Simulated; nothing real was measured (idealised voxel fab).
process module | voxel released beams
cross-section cut | 180 nm wide | cells 5 nm
A cross-section is a grid of square cells, given in bands from the top down. A band is one or more rows of cells.
Each band's line starts with the height of the band's top and of its bottom, in nm. Then come its materials from left to right, each with its width in nm. One material with "throughout" fills the band from edge to edge. "air" is empty space.
Height 0 is the level under which the wafer as received is all one material. The lowest band goes on downwards, as in "0 down".
A width such as "30 to 40" changes by the same amount from each row of cells to the next, from the band's top row to its bottom row.
"no change" after a step means that no cell of the cross-section changed.
closed voids: empty space of 8 cells or more with no open way to the top, each as width x height at its distance from the left edge, in nm
after a step's settings: what the simulator itself notes on the step
overlay nm, on a step with a mask: how far to the right of its planned place the mask lay; to the left if negative
plan
1 op RECEIVE | material Si
2 op CONFORMAL_DEP | material Al2O3 | thk nm 5
3 op DIRECTIONAL_DEP | material SiO2 | thk nm 20
4 op PATTERN | tone open | mask id ANCHOR | material resist | width nm 40 | thk nm 20 | overlay nm -15
5 op DIRECTIONAL_ETCH | etch materials SiO2 | depth nm 20
6 op STRIP | etch materials resist
7 op CONFORMAL_DEP | material polySi | thk nm 15
8 op DIRECTIONAL_DEP | material aC | thk nm 10
9 op PATTERN | tone cover | mask id BEAM | material resist | width nm 120 | thk nm 25 | overlay nm 0
10 op DIRECTIONAL_ETCH | etch materials aC | depth nm 10
11 op STRIP | etch materials resist
12 op DIRECTIONAL_ETCH | etch materials polySi | depth nm 15
13 op STRIP | etch materials aC
14 op STRIP | etch materials SiO2
varied across the wafers: overlay nm of step 4. The plan shows the first wafer's value. All wafers start alike
first wafer as received, after step 1
  0 down: Si throughout
  closed voids: none
first wafer at the end, after step 14
  40 to 25: air 25 | polySi 5 | air 10 | polySi 105 | air 35
  25 to 20: air 15 | polySi 15 | air 10 | polySi 15 | air 125
  20 to 5: air 15 | polySi 40 | air 125
  5 to 0: Al2O3 throughout
  0 down: Si throughout
  closed voids: none
last wafer at the end
  40 to 25: air 25 | polySi 35 | air 10 | polySi 75 | air 35
  25 to 20: air 45 | polySi 15 | air 10 | polySi 15 | air 95
  20 to 5: air 45 | polySi 40 | air 95
  5 to 0: Al2O3 throughout
  0 down: Si throughout
  closed voids: none
each wafer at the end: cells of each material gained (+) or lost (-) since it was received, then its closed voids
overlay nm -15 | +36 Al2O3 | +96 polySi | closed voids: none
overlay nm -10 | +36 Al2O3 | +96 polySi | closed voids: none
overlay nm -5 | +36 Al2O3 | +96 polySi | closed voids: none
overlay nm 0 | +36 Al2O3 | +96 polySi | closed voids: none
overlay nm 5 | +36 Al2O3 | +96 polySi | closed voids: none
overlay nm 10 | +36 Al2O3 | +96 polySi | closed voids: none
overlay nm 15 | +36 Al2O3 | +96 polySi | closed voids: none
